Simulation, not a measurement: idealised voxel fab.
The document below concerns the process module designated voxel self aligned vias.
FYI the section here is cut, 190 nm wide, cells are 5 nm squares.
Notation: cross-section as square-cell grid; stated in bands, top first, going down; one or more cell rows per band. Each band's line starts with the height of the band's top and of its bottom, in nm. Then come its materials from left to right, each with its width in nm. One material with "throughout" fills the band from edge to edge. "blank" is empty space. It should be noted that heights are counted from 0, beneath which the wafer as supplied is of one material throughout, and that the lowest band possesses no lower boundary but continues downward, as written in "0 down". Note: "30->40" means the width goes from the first number (top row of the band) to the second number (bottom row) in equal steps per row of cells. Basically "nothing altered" means that step didn't change any cell in the cross-section. In the "Cavities, closed" entry, you get each enclosed empty space of 8 cells or more, one with no open way to the top, written width x height at distance, distance from the left edge, in nm. after a step's settings: what the simulator itself notes on the step. "overlay nm", when on a step's line for a step with a mask, measures how far to the right of its planned place the mask lay; a negative measure means to the left.
**These are the steps we planned for the process**
- 1: RECEIVE with material Si
- 2: CONFORMAL_DEP with material SiO2, thk nm 10
- 3: CONFORMAL_DEP with material SiCN, thk nm 5
- 4: DIRECTIONAL_DEP with material lowk, thk nm 30
- 5: DIRECTIONAL_DEP with material aC, thk nm 10
- 6: PATTERN with tone open, mask id LINES, material resist, width nm 30, pitch nm 80, thk nm 25, overlay nm 0
- 7: DIRECTIONAL_ETCH with etch materials aC, depth nm 10
- 8: STRIP with etch materials resist
- 9: DIRECTIONAL_ETCH with etch materials lowk, depth nm 30
- 10: STRIP with etch materials aC
- 11: CONFORMAL_DEP with material TiN, thk nm 5
- 12: FILL_DEP with material Ru, thk nm 5
- 13: CMP with height nm 45
- 14: SELECTIVE_ETCH with etch materials W Ru TiN, depth nm 10
- 15: FILL_DEP with material SiN, thk nm 5
- 16: CMP with height nm 45
- 17: DIRECTIONAL_DEP with material lowk, thk nm 10
- 18: DIRECTIONAL_DEP with material aC, thk nm 10
- 19: PATTERN with tone open, mask id VIAS, material resist, width nm 50, pitch nm 80, thk nm 25, overlay nm 0
- 20: DIRECTIONAL_ETCH with etch materials aC, depth nm 10
- 21: STRIP with etch materials resist
- 22: DIRECTIONAL_ETCH with etch materials lowk, depth nm 20
- 23: DIRECTIONAL_ETCH with etch materials SiN, depth nm 10
- 24: STRIP with etch materials aC
- 25: CONFORMAL_DEP with material TiN, thk nm 5
- 26: FILL_DEP with material W, thk nm 5
- 27: CMP with height nm 65
- 28: CONFORMAL_DEP with material SiCN, thk nm 5
Quick note for whoever runs this: the wafers start identical, but the thk nm at step 17 isn't the same across them. The plan just shows what the first wafer had.
**Received wafers, first of several: cross-section after step 1**
  0 down: Si throughout
  Cavities, closed: none
**End of the module, past its last step, step 28: how the first of several wafers looks in cross-section**
  70 to 65: SiCN throughout
  65 to 60: W throughout
  60 to 55: TiN (35), W (40), TiN (40), W (40), TiN (35)
  55 to 40: lowk (30), TiN (5), W (40), TiN (5), lowk (30), TiN (5), W (40), TiN (5), lowk (30)
  40 to 35: lowk (30), TiN (50), lowk (30), TiN (50), lowk (30)
  35 to 20: lowk (40), TiN (5), Ru (20), TiN (5), lowk (50), TiN (5), Ru (20), TiN (5), lowk (40)
  20 to 15: lowk (40), TiN (30), lowk (50), TiN (30), lowk (40)
  15 to 10: SiCN throughout
  10 to 0: SiO2 throughout
  0 down: Si throughout
  Cavities, closed: none
**Sectional view of the last wafer upon completion of the module**
  70 to 65: SiCN throughout
  65 to 60: lowk (30), TiN (50), lowk (30), TiN (50), lowk (30)
  60 to 45: lowk throughout
  45 to 35: lowk (40), SiN (30), lowk (50), SiN (30), lowk (40)
  35 to 20: lowk (40), TiN (5), Ru (20), TiN (5), lowk (50), TiN (5), Ru (20), TiN (5), lowk (40)
  20 to 15: lowk (40), TiN (30), lowk (50), TiN (30), lowk (40)
  15 to 10: SiCN throughout
  10 to 0: SiO2 throughout
  0 down: Si throughout
  Cavities, closed: none
**Below is a per-wafer table. In it, each row describes the wafer at the end of the module by giving, for each material, the number of cells gained (+) or lost (-) since the wafer was received, and after that the closed voids of the wafer**
thk nm 10 | +24 Ru | +76 SiCN | +76 SiO2 | +78 TiN | +102 W | +176 lowk | Cavities, closed: none
thk nm 15 | +24 Ru | +76 SiCN | +76 SiO2 | +82 TiN | +72 W | +202 lowk | Cavities, closed: none
thk nm 20 | +24 Ru | +76 SiCN | +76 SiO2 | +64 TiN | +64 W | +228 lowk | Cavities, closed: none
thk nm 25 | +24 Ru | +76 SiCN | +24 SiN | +76 SiO2 | +52 TiN | +32 W | +248 lowk | Cavities, closed: none
thk nm 30 | +24 Ru | +76 SiCN | +24 SiN | +76 SiO2 | +48 TiN | +16 W | +268 lowk | Cavities, closed: none
thk nm 35 | +24 Ru | +76 SiCN | +24 SiN | +76 SiO2 | +44 TiN | +288 lowk | Cavities, closed: none
